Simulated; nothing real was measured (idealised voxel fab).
process module | voxel wiring stack
cross-section cut | 215 nm wide | cells 5 nm
A cross-section is a grid of square cells, given in bands from the top down. A band is one or more rows of cells.
Each band's line starts with the height of the band's top and of its bottom, in nm. Then come its materials from left to right, each with its width in nm. One material with "throughout" fills the band from edge to edge. "air" is empty space.
Height 0 is the level under which the wafer as received is all one material. The lowest band goes on downwards, as in "0 down".
A width such as "30 to 40" changes by the same amount from each row of cells to the next, from the band's top row to its bottom row.
"no change" after a step means that no cell of the cross-section changed.
closed voids: empty space of 8 cells or more with no open way to the top, each as width x height at its distance from the left edge, in nm
after a step's settings: what the simulator itself notes on the step
overlay nm, on a step with a mask: how far to the right of its planned place the mask lay; to the left if negative
plan
1 op RECEIVE | material Si
2 op CONFORMAL_DEP | material SiO2 | thk nm 15
3 op CONFORMAL_DEP | material SiN | thk nm 5
4 op DIRECTIONAL_DEP | material lowk | thk nm 15
5 op MASKED_ETCH | tone open | mask id METAL_1 | width nm 25 | pitch nm 45 | etch materials lowk | depth nm 15 | overlay nm 0
6 op MASKED_ETCH | tone open | mask id METAL_1 | width nm 25 | pitch nm 45 | etch materials SiN | depth nm 5 | overlay nm 0
7 op CONFORMAL_DEP | material TiN | thk nm 5
8 op FILL_DEP | material Cu | thk nm 5
9 op CMP | height nm 35
10 op CONFORMAL_DEP | material SiCN | thk nm 5
11 op DIRECTIONAL_DEP | material SiO2 | thk nm 25
12 op DIRECTIONAL_DEP | material aC | thk nm 10
13 op PATTERN | tone open | mask id METAL_2_HOLES | material resist | width nm 15 | pitch nm 45 | thk nm 25 | overlay nm 0
14 op DIRECTIONAL_ETCH | etch materials aC | depth nm 10
15 op STRIP | etch materials resist
16 op DIRECTIONAL_ETCH | etch materials SiO2 | depth nm 25
17 op STRIP | etch materials aC
18 op MASKED_ETCH | tone open | mask id METAL_2 | width nm 25 | pitch nm 45 | etch materials SiO2 | depth nm 15 | overlay nm 0
19 op MASKED_ETCH | tone open | mask id METAL_2 | width nm 25 | pitch nm 45 | etch materials SiCN | depth nm 5 | overlay nm 0
20 op CONFORMAL_DEP | material TiN | thk nm 5
21 op FILL_DEP | material Ru | thk nm 10
22 op CMP | height nm 65
23 op CONFORMAL_DEP | material SiCN | thk nm 5
24 op DIRECTIONAL_DEP | material SiO2 | thk nm 15
25 op MASKED_ETCH | tone open | mask id PLUG_2 | width nm 15 | etch materials SiO2 | depth nm 15 | overlay nm 0
26 op MASKED_ETCH | tone open | mask id PLUG_2 | width nm 15 | etch materials SiCN | depth nm 5 | overlay nm 0
27 op EPI | material Ru | thk nm 10
28 op EPI | material Ru | thk nm 10
29 op DIRECTIONAL_DEP | material TiN | thk nm 5
30 op DIRECTIONAL_DEP | material Ru | thk nm 20
31 op DIRECTIONAL_DEP | material aC | thk nm 10
32 op PATTERN | tone cover | mask id METAL_3 | material resist | width nm 25 | pitch nm 45 | thk nm 25 | overlay nm 0
33 op DIRECTIONAL_ETCH | etch materials aC | depth nm 10
34 op STRIP | etch materials resist
35 op DIRECTIONAL_ETCH | etch materials Ru | depth nm 20
36 op DIRECTIONAL_ETCH | etch materials TiN | depth nm 5
37 op STRIP | etch materials aC
38 op FILL_DEP | material SiO2 | thk nm 5
39 op CMP | height nm 110
40 op CONFORMAL_DEP | material SiCN | thk nm 5
41 op DIRECTIONAL_DEP | material lowk | thk nm 25
42 op MASKED_ETCH | tone open | mask id METAL_4 | width nm 25 | pitch nm 45 | etch materials lowk | depth nm 15 | overlay nm 0
43 op DIRECTIONAL_DEP | material aC | thk nm 15
44 op PATTERN | tone open | mask id METAL_4_HOLES | material resist | width nm 15 | thk nm 35 | overlay nm 0
45 op DIRECTIONAL_ETCH | etch materials aC | depth nm 15
46 op STRIP | etch materials resist
47 op DIRECTIONAL_ETCH | etch materials lowk | depth nm 10
48 op DIRECTIONAL_ETCH | etch materials SiCN | depth nm 5
49 op STRIP | etch materials aC
50 op CONFORMAL_DEP | material TiN | thk nm 5
51 op FILL_DEP | material Cu | thk nm 10
52 op CMP | height nm 140
53 op CONFORMAL_DEP | material SiCN | thk nm 5
first wafer, as planned
as received, after step 1
  0 down: Si throughout
  closed voids: none
after step 2
  15 to 0: SiO2 throughout
  below 0: unchanged
after step 3
  20 to 15: SiN throughout
  below 15: unchanged
after step 4
  35 to 20: lowk throughout
  below 20: unchanged
after step 5
  35 to 20: lowk 70 | air 25 | lowk 20 | air 25 | lowk 75
  below 20: unchanged
after step 6
  35 to 20: lowk 70 | air 25 | lowk 20 | air 25 | lowk 75
  20 to 15: SiN 70 | air 25 | SiN 20 | air 25 | SiN 75
  below 15: unchanged
after step 7
  40 to 35: TiN 75 | air 15 | TiN 30 | air 15 | TiN 80
  35 to 20: lowk 70 | TiN 5 | air 15 | TiN 5 | lowk 20 | TiN 5 | air 15 | TiN 5 | lowk 75
  20 to 15: SiN 70 | TiN 25 | SiN 20 | TiN 25 | SiN 75
  below 15: unchanged
after step 8
  45 to 40: Cu throughout
  40 to 35: TiN 75 | Cu 15 | TiN 30 | Cu 15 | TiN 80
  35 to 20: lowk 70 | TiN 5 | Cu 15 | TiN 5 | lowk 20 | TiN 5 | Cu 15 | TiN 5 | lowk 75
  below 20: unchanged
after step 9
  35 to 20: lowk 70 | TiN 5 | Cu 15 | TiN 5 | lowk 20 | TiN 5 | Cu 15 | TiN 5 | lowk 75
  below 20: unchanged
after step 10
  40 to 35: SiCN throughout
  below 35: unchanged
after step 11
  65 to 40: SiO2 throughout
  below 40: unchanged
after step 12
  75 to 65: aC throughout
  below 65: unchanged
after step 13
  100 to 75: resist 70 | air 15 | resist 30 | air 15 | resist 85
  below 75: unchanged
after step 14
  90 to 75: resist 70 | air 15 | resist 30 | air 15 | resist 85
  75 to 65: aC 70 | air 15 | aC 30 | air 15 | aC 85
  below 65: unchanged
after step 15
  75 to 65: aC 70 | air 15 | aC 30 | air 15 | aC 85
  below 65: unchanged
after step 16
  75 to 65: aC 70 | air 15 | aC 30 | air 15 | aC 85
  65 to 40: SiO2 70 | air 15 | SiO2 30 | air 15 | SiO2 85
  below 40: unchanged
after step 17
  65 to 40: SiO2 70 | air 15 | SiO2 30 | air 15 | SiO2 85
  below 40: unchanged
after step 18
  65 to 50: SiO2 70 | air 25 | SiO2 20 | air 25 | SiO2 75
  below 50: unchanged
after step 19
  65 to 50: SiO2 70 | air 25 | SiO2 20 | air 25 | SiO2 75
  50 to 40: SiO2 70 | air 15 | SiO2 30 | air 15 | SiO2 85
  40 to 35: SiCN 70 | air 15 | SiCN 30 | air 15 | SiCN 85
  below 35: unchanged
after step 20
  70 to 65: TiN 75 | air 15 | TiN 30 | air 15 | TiN 80
  65 to 55: SiO2 70 | TiN 5 | air 15 | TiN 5 | SiO2 20 | TiN 5 | air 15 | TiN 5 | SiO2 75
  55 to 50: SiO2 70 | TiN 5 | air 5 | TiN 15 | SiO2 20 | TiN 5 | air 5 | TiN 15 | SiO2 75
  50 to 40: SiO2 70 | TiN 5 | air 5 | TiN 5 | SiO2 30 | TiN 5 | air 5 | TiN 5 | SiO2 85
  40 to 35: SiCN 70 | TiN 15 | SiCN 30 | TiN 15 | SiCN 85
  below 35: unchanged
after step 21
  80 to 70: Ru throughout
  70 to 65: TiN 75 | Ru 15 | TiN 30 | Ru 15 | TiN 80
  65 to 55: SiO2 70 | TiN 5 | Ru 15 | TiN 5 | SiO2 20 | TiN 5 | Ru 15 | TiN 5 | SiO2 75
  55 to 50: SiO2 70 | TiN 5 | Ru 5 | TiN 15 | SiO2 20 | TiN 5 | Ru 5 | TiN 15 | SiO2 75
  50 to 40: SiO2 70 | TiN 5 | Ru 5 | TiN 5 | SiO2 30 | TiN 5 | Ru 5 | TiN 5 | SiO2 85
  below 40: unchanged
after step 22
  65 to 55: SiO2 70 | TiN 5 | Ru 15 | TiN 5 | SiO2 20 | TiN 5 | Ru 15 | TiN 5 | SiO2 75
  below 55: unchanged
after step 23
  70 to 65: SiCN throughout
  below 65: unchanged
after step 24
  85 to 70: SiO2 throughout
  below 70: unchanged
after step 25
  85 to 70: SiO2 70 | air 15 | SiO2 130
  below 70: unchanged
after step 26
  85 to 70: SiO2 70 | air 15 | SiO2 130
  70 to 65: SiCN 70 | air 15 | SiCN 130
  below 65: unchanged
after step 27
  85 to 75: SiO2 70 | air 15 | SiO2 130
  75 to 70: SiO2 70 | Ru 15 | SiO2 130
  70 to 65: SiCN 70 | Ru 15 | SiCN 130
  below 65: unchanged
after step 28
  85 to 70: SiO2 70 | Ru 15 | SiO2 130
  below 70: unchanged
after step 29
  90 to 85: TiN throughout
  below 85: unchanged
after step 30
  110 to 90: Ru throughout
  below 90: unchanged
after step 31
  120 to 110: aC throughout
  below 110: unchanged
after step 32
  145 to 120: air 70 | resist 25 | air 20 | resist 25 | air 75
  below 120: unchanged
after step 33
  135 to 120: air 70 | resist 25 | air 20 | resist 25 | air 75
  120 to 110: air 70 | aC 25 | air 20 | aC 25 | air 75
  below 110: unchanged
after step 34
  120 to 110: air 70 | aC 25 | air 20 | aC 25 | air 75
  below 110: unchanged
after step 35
  120 to 110: air 70 | aC 25 | air 20 | aC 25 | air 75
  110 to 90: air 70 | Ru 25 | air 20 | Ru 25 | air 75
  below 90: unchanged
after step 36
  120 to 110: air 70 | aC 25 | air 20 | aC 25 | air 75
  110 to 90: air 70 | Ru 25 | air 20 | Ru 25 | air 75
  90 to 85: air 70 | TiN 25 | air 20 | TiN 25 | air 75
  below 85: unchanged
after step 37
  110 to 90: air 70 | Ru 25 | air 20 | Ru 25 | air 75
  below 90: unchanged
after step 38
  115 to 110: SiO2 throughout
  110 to 90: SiO2 70 | Ru 25 | SiO2 20 | Ru 25 | SiO2 75
  90 to 85: SiO2 70 | TiN 25 | SiO2 20 | TiN 25 | SiO2 75
  below 85: unchanged
after step 39
  110 to 90: SiO2 70 | Ru 25 | SiO2 20 | Ru 25 | SiO2 75
  below 90: unchanged
after step 40
  115 to 110: SiCN throughout
  below 110: unchanged
after step 41
  140 to 115: lowk throughout
  below 115: unchanged
after step 42
  140 to 125: lowk 70 | air 25 | lowk 20 | air 25 | lowk 75
  below 125: unchanged
after step 43
  155 to 140: aC 70 | air 25 | aC 20 | air 25 | aC 75
  140 to 125: lowk 70 | aC 25 | lowk 20 | aC 25 | lowk 75
  below 125: unchanged
after step 44
  190 to 155: resist 70 | air 15 | resist 130
  155 to 140: aC 70 | air 15 | resist 10 | aC 20 | resist 25 | aC 75
  below 140: unchanged
after step 45
  175 to 155: resist 70 | air 15 | resist 130
  155 to 140: aC 70 | air 15 | resist 10 | aC 20 | resist 25 | aC 75
  140 to 125: lowk 70 | air 15 | aC 10 | lowk 20 | aC 25 | lowk 75
  below 125: unchanged
after step 46
  155 to 140: aC 70 | air 25 | aC 20 | air 25 | aC 75
  below 140: unchanged
after step 47
  155 to 140: aC 70 | air 25 | aC 20 | air 25 | aC 75
  140 to 125: lowk 70 | air 15 | aC 10 | lowk 20 | aC 25 | lowk 75
  125 to 115: lowk 70 | air 15 | lowk 130
  below 115: unchanged
after step 48
  155 to 140: aC 70 | air 25 | aC 20 | air 25 | aC 75
  140 to 125: lowk 70 | air 15 | aC 10 | lowk 20 | aC 25 | lowk 75
  125 to 115: lowk 70 | air 15 | lowk 130
  115 to 110: SiCN 70 | air 15 | SiCN 130
  below 110: unchanged
after step 49
  140 to 125: lowk 70 | air 25 | lowk 20 | air 25 | lowk 75
  below 125: unchanged
after step 50
  145 to 140: TiN 75 | air 15 | TiN 30 | air 15 | TiN 80
  140 to 130: lowk 70 | TiN 5 | air 15 | TiN 5 | lowk 20 | TiN 5 | air 15 | TiN 5 | lowk 75
  130 to 125: lowk 70 | TiN 5 | air 5 | TiN 15 | lowk 20 | TiN 25 | lowk 75
  125 to 115: lowk 70 | TiN 5 | air 5 | TiN 5 | lowk 130
  115 to 110: SiCN 70 | TiN 15 | SiCN 130
  below 110: unchanged
after step 51
  155 to 145: Cu throughout
  145 to 140: TiN 75 | Cu 15 | TiN 30 | Cu 15 | TiN 80
  140 to 130: lowk 70 | TiN 5 | Cu 15 | TiN 5 | lowk 20 | TiN 5 | Cu 15 | TiN 5 | lowk 75
  130 to 125: lowk 70 | TiN 5 | Cu 5 | TiN 15 | lowk 20 | TiN 25 | lowk 75
  125 to 115: lowk 70 | TiN 5 | Cu 5 | TiN 5 | lowk 130
  below 115: unchanged
after step 52
  140 to 130: lowk 70 | TiN 5 | Cu 15 | TiN 5 | lowk 20 | TiN 5 | Cu 15 | TiN 5 | lowk 75
  below 130: unchanged
after step 53
  145 to 140: SiCN throughout
  below 140: unchanged
second wafer: like start, like plan, one mistake. Through step 31 it matches the first wafer
when step 32 should have ended
  145 to 120: air 75 | resist 15 | air 30 | resist 15 | air 80
  below 120: unchanged
when step 33 should have ended
  135 to 120: air 75 | resist 15 | air 30 | resist 15 | air 80
  120 to 110: air 75 | aC 15 | air 30 | aC 15 | air 80
  below 110: unchanged
when step 34 should have ended
  120 to 110: air 75 | aC 15 | air 30 | aC 15 | air 80
  below 110: unchanged
when step 35 should have ended
  120 to 110: air 75 | aC 15 | air 30 | aC 15 | air 80
  110 to 90: air 75 | Ru 15 | air 30 | Ru 15 | air 80
  below 90: unchanged
when step 36 should have ended
  120 to 110: air 75 | aC 15 | air 30 | aC 15 | air 80
  110 to 90: air 75 | Ru 15 | air 30 | Ru 15 | air 80
  90 to 85: air 75 | TiN 15 | air 30 | TiN 15 | air 80
  below 85: unchanged
when step 37 should have ended
  110 to 90: air 75 | Ru 15 | air 30 | Ru 15 | air 80
  below 90: unchanged
when step 38 should have ended
  115 to 110: SiO2 throughout
  110 to 90: SiO2 75 | Ru 15 | SiO2 30 | Ru 15 | SiO2 80
  90 to 85: SiO2 75 | TiN 15 | SiO2 30 | TiN 15 | SiO2 80
  below 85: unchanged
when step 39 should have ended
  110 to 90: SiO2 75 | Ru 15 | SiO2 30 | Ru 15 | SiO2 80
  below 90: unchanged
when step 40 should have ended
  115 to 110: SiCN throughout
  below 110: unchanged
when step 41 should have ended
  140 to 115: lowk throughout
  below 115: unchanged
when step 42 should have ended
  140 to 125: lowk 70 | air 25 | lowk 20 | air 25 | lowk 75
  below 125: unchanged
when step 43 should have ended
  155 to 140: aC 70 | air 25 | aC 20 | air 25 | aC 75
  140 to 125: lowk 70 | aC 25 | lowk 20 | aC 25 | lowk 75
  below 125: unchanged
when step 44 should have ended
  190 to 155: resist 70 | air 15 | resist 130
  155 to 140: aC 70 | air 15 | resist 10 | aC 20 | resist 25 | aC 75
  below 140: unchanged
when step 45 should have ended
  175 to 155: resist 70 | air 15 | resist 130
  155 to 140: aC 70 | air 15 | resist 10 | aC 20 | resist 25 | aC 75
  140 to 125: lowk 70 | air 15 | aC 10 | lowk 20 | aC 25 | lowk 75
  below 125: unchanged
when step 46 should have ended
  155 to 140: aC 70 | air 25 | aC 20 | air 25 | aC 75
  below 140: unchanged
when step 47 should have ended
  155 to 140: aC 70 | air 25 | aC 20 | air 25 | aC 75
  140 to 125: lowk 70 | air 15 | aC 10 | lowk 20 | aC 25 | lowk 75
  125 to 115: lowk 70 | air 15 | lowk 130
  below 115: unchanged
when step 48 should have ended
  155 to 140: aC 70 | air 25 | aC 20 | air 25 | aC 75
  140 to 125: lowk 70 | air 15 | aC 10 | lowk 20 | aC 25 | lowk 75
  125 to 115: lowk 70 | air 15 | lowk 130
  115 to 110: SiCN 70 | air 15 | SiCN 130
  below 110: unchanged
when step 49 should have ended
  140 to 125: lowk 70 | air 25 | lowk 20 | air 25 | lowk 75
  below 125: unchanged
when step 50 should have ended
  145 to 140: TiN 75 | air 15 | TiN 30 | air 15 | TiN 80
  140 to 130: lowk 70 | TiN 5 | air 15 | TiN 5 | lowk 20 | TiN 5 | air 15 | TiN 5 | lowk 75
  130 to 125: lowk 70 | TiN 5 | air 5 | TiN 15 | lowk 20 | TiN 25 | lowk 75
  125 to 115: lowk 70 | TiN 5 | air 5 | TiN 5 | lowk 130
  115 to 110: SiCN 70 | TiN 15 | SiCN 130
  below 110: unchanged
when step 51 should have ended
  155 to 145: Cu throughout
  145 to 140: TiN 75 | Cu 15 | TiN 30 | Cu 15 | TiN 80
  140 to 130: lowk 70 | TiN 5 | Cu 15 | TiN 5 | lowk 20 | TiN 5 | Cu 15 | TiN 5 | lowk 75
  130 to 125: lowk 70 | TiN 5 | Cu 5 | TiN 15 | lowk 20 | TiN 25 | lowk 75
  125 to 115: lowk 70 | TiN 5 | Cu 5 | TiN 5 | lowk 130
  below 115: unchanged
when step 52 should have ended
  140 to 130: lowk 70 | TiN 5 | Cu 15 | TiN 5 | lowk 20 | TiN 5 | Cu 15 | TiN 5 | lowk 75
  below 130: unchanged
when step 53 should have ended
  145 to 140: SiCN throughout
  below 140: unchanged
what went wrong: step 32 ran as: op PATTERN | tone cover | mask id METAL_3 | material resist | width nm 15 | pitch nm 45 | thk nm 25 | overlay nm 0
at the end the second wafer has, in cells: 16 fewer of Ru | 20 more of SiO2 | 4 fewer of TiN
